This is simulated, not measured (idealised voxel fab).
Title: Process Module voxel released beams
cross-section cut | 255 nm wide | cells 5 nm
Format of a cross-section: grid, square cells. Given as bands. Order: top down. Band: one or more rows of cells.
First you get the band's top height and its bottom height, in nm, and then the materials it's made of, left to right, with each width in nm. If you see a single material with "all across", that one covers the band edge to edge. "air" is empty space.
Ref level 0: as-received wafer is one material below here. Bottom band extends down with no lower bound ("0 nm and below").
When a width is written as two numbers, as in "30 to 40", the first number is the width in the top row of cells of the band and the second is the width in its bottom row, and the width changes by the same amount from each row to the next.
Basically "nothing changed" means that step didn't change any cell in the cross-section.
Listed in "Fully sealed voids": every empty space of 8 or more cells without an open way to the top. Form: width x height at distance, the distance being from the left edge, all in nm.
Note: text after step settings on the step line = simulator remark on that step.
You can add "overlay nm" to a step's line. For a step with a mask, it describes how far the mask lay to the right of its planned position, and a negative number describes a lay to the left.
This section lists the process steps that were planned
1: RECEIVE,material Si
2: CONFORMAL_DEP,material SiN,thk nm 5
3: DIRECTIONAL_DEP,material SiO2,thk nm 20
4: MASKED_ETCH,tone open,mask id ANCHOR,width nm 40,etch materials SiO2,depth nm 20,overlay nm 0
5: CONFORMAL_DEP,material TiN,thk nm 15
6: DIRECTIONAL_DEP,material aC,thk nm 10
7: PATTERN,tone cover,mask id BEAM,material resist,width nm 85,thk nm 25,overlay nm 0
8: DIRECTIONAL_ETCH,etch materials aC,depth nm 10
9: STRIP,etch materials resist
10: DIRECTIONAL_ETCH,etch materials TiN,depth nm 15
11: STRIP,etch materials aC
12: STRIP,etch materials SiO2
The following pertains to the first of two wafers, which was processed as planned
Delivered wafer in cross-section: state after step 1
  0 nm and below | Si all across
  Fully sealed voids: none
Step 2 complete: cross-section through the wafer
  5 nm to 0 nm | SiN all across
  Below 0, no change.
Step 3 complete: cross-section through the wafer
  25 nm to 5 nm | SiO2 all across
  Below 5, no change.
Step 4 complete: cross-section through the wafer
  25 nm to 5 nm | 85 nm SiO2 | 40 nm air | 130 nm SiO2
  Below 5, no change.
Step 5 complete: cross-section through the wafer
  40 nm to 25 nm | 100 nm TiN | 10 nm air | 145 nm TiN
  25 nm to 20 nm | 85 nm SiO2 | 15 nm TiN | 10 nm air | 15 nm TiN | 130 nm SiO2
  20 nm to 5 nm | 85 nm SiO2 | 40 nm TiN | 130 nm SiO2
  Below 5, no change.
Step 6 complete: cross-section through the wafer
  50 nm to 40 nm | 100 nm aC | 10 nm air | 145 nm aC
  40 nm to 30 nm | 100 nm TiN | 10 nm air | 145 nm TiN
  30 nm to 25 nm | 100 nm TiN | 10 nm aC | 145 nm TiN
  25 nm to 20 nm | 85 nm SiO2 | 15 nm TiN | 10 nm aC | 15 nm TiN | 130 nm SiO2
  Below 20, no change.
Step 7 complete: cross-section through the wafer
  75 nm to 50 nm | 80 nm air | 85 nm resist | 90 nm air
  50 nm to 40 nm | 100 nm aC | 10 nm resist | 145 nm aC
  40 nm to 30 nm | 100 nm TiN | 10 nm resist | 145 nm TiN
  Below 30, no change.
Step 8 complete: cross-section through the wafer
  65 nm to 50 nm | 80 nm air | 85 nm resist | 90 nm air
  50 nm to 40 nm | 80 nm air | 20 nm aC | 10 nm resist | 55 nm aC | 90 nm air
  Below 40, no change.
Step 9 complete: cross-section through the wafer
  50 nm to 40 nm | 80 nm air | 20 nm aC | 10 nm air | 55 nm aC | 90 nm air
  40 nm to 30 nm | 100 nm TiN | 10 nm air | 145 nm TiN
  Below 30, no change.
Step 10 complete: cross-section through the wafer
  50 nm to 40 nm | 80 nm air | 20 nm aC | 10 nm air | 55 nm aC | 90 nm air
  40 nm to 30 nm | 80 nm air | 20 nm TiN | 10 nm air | 55 nm TiN | 90 nm air
  30 nm to 25 nm | 80 nm air | 20 nm TiN | 10 nm aC | 55 nm TiN | 90 nm air
  Below 25, no change.
Step 11 complete: cross-section through the wafer
  40 nm to 25 nm | 80 nm air | 20 nm TiN | 10 nm air | 55 nm TiN | 90 nm air
  25 nm to 20 nm | 85 nm SiO2 | 15 nm TiN | 10 nm air | 15 nm TiN | 130 nm SiO2
  Below 20, no change.
Step 12 complete: cross-section through the wafer
  40 nm to 25 nm | 80 nm air | 20 nm TiN | 10 nm air | 55 nm TiN | 90 nm air
  25 nm to 20 nm | 85 nm air | 15 nm TiN | 10 nm air | 15 nm TiN | 130 nm air
  20 nm to 5 nm | 85 nm air | 40 nm TiN | 130 nm air
  Below 5, no change.
The second wafer was prepared from the same starting point and under the same plan as the first; its processing contained one mistake, and it remains indistinguishable from the first wafer up to and including step 4
Cross-section, second wafer, at the end time the plan gives for step 5
  35 nm to 25 nm | 95 nm TiN | 20 nm air | 140 nm TiN
  25 nm to 15 nm | 85 nm SiO2 | 10 nm TiN | 20 nm air | 10 nm TiN | 130 nm SiO2
  15 nm to 5 nm | 85 nm SiO2 | 40 nm TiN | 130 nm SiO2
  Below 5, no change.
Cross-section, second wafer, at the end time the plan gives for step 6
  45 nm to 35 nm | 95 nm aC | 20 nm air | 140 nm aC
  35 nm to 25 nm | 95 nm TiN | 20 nm air | 140 nm TiN
  25 nm to 15 nm | 85 nm SiO2 | 10 nm TiN | 20 nm aC | 10 nm TiN | 130 nm SiO2
  Below 15, no change.
Cross-section, second wafer, at the end time the plan gives for step 7
  70 nm to 45 nm | 80 nm air | 85 nm resist | 90 nm air
  45 nm to 35 nm | 95 nm aC | 20 nm resist | 140 nm aC
  35 nm to 25 nm | 95 nm TiN | 20 nm resist | 140 nm TiN
  Below 25, no change.
Cross-section, second wafer, at the end time the plan gives for step 8
  60 nm to 45 nm | 80 nm air | 85 nm resist | 90 nm air
  45 nm to 35 nm | 80 nm air | 15 nm aC | 20 nm resist | 50 nm aC | 90 nm air
  Below 35, no change.
Cross-section, second wafer, at the end time the plan gives for step 9
  45 nm to 35 nm | 80 nm air | 15 nm aC | 20 nm air | 50 nm aC | 90 nm air
  35 nm to 25 nm | 95 nm TiN | 20 nm air | 140 nm TiN
  Below 25, no change.
Cross-section, second wafer, at the end time the plan gives for step 10
  45 nm to 35 nm | 80 nm air | 15 nm aC | 20 nm air | 50 nm aC | 90 nm air
  35 nm to 25 nm | 80 nm air | 15 nm TiN | 20 nm air | 50 nm TiN | 90 nm air
  Below 25, no change.
Cross-section, second wafer, at the end time the plan gives for step 11
  35 nm to 25 nm | 80 nm air | 15 nm TiN | 20 nm air | 50 nm TiN | 90 nm air
  25 nm to 15 nm | 85 nm SiO2 | 10 nm TiN | 20 nm air | 10 nm TiN | 130 nm SiO2
  Below 15, no change.
Cross-section, second wafer, at the end time the plan gives for step 12
  35 nm to 25 nm | 80 nm air | 15 nm TiN | 20 nm air | 50 nm TiN | 90 nm air
  25 nm to 15 nm | 85 nm air | 10 nm TiN | 20 nm air | 10 nm TiN | 130 nm air
  15 nm to 5 nm | 85 nm air | 40 nm TiN | 130 nm air
  Below 5, no change.
Plan not followed: planned and actual differ for step 5; actual: CONFORMAL_DEP,material TiN,thk nm 10
Materials where the second wafer ends with more or fewer cells than the first: 25 fewer of TiN
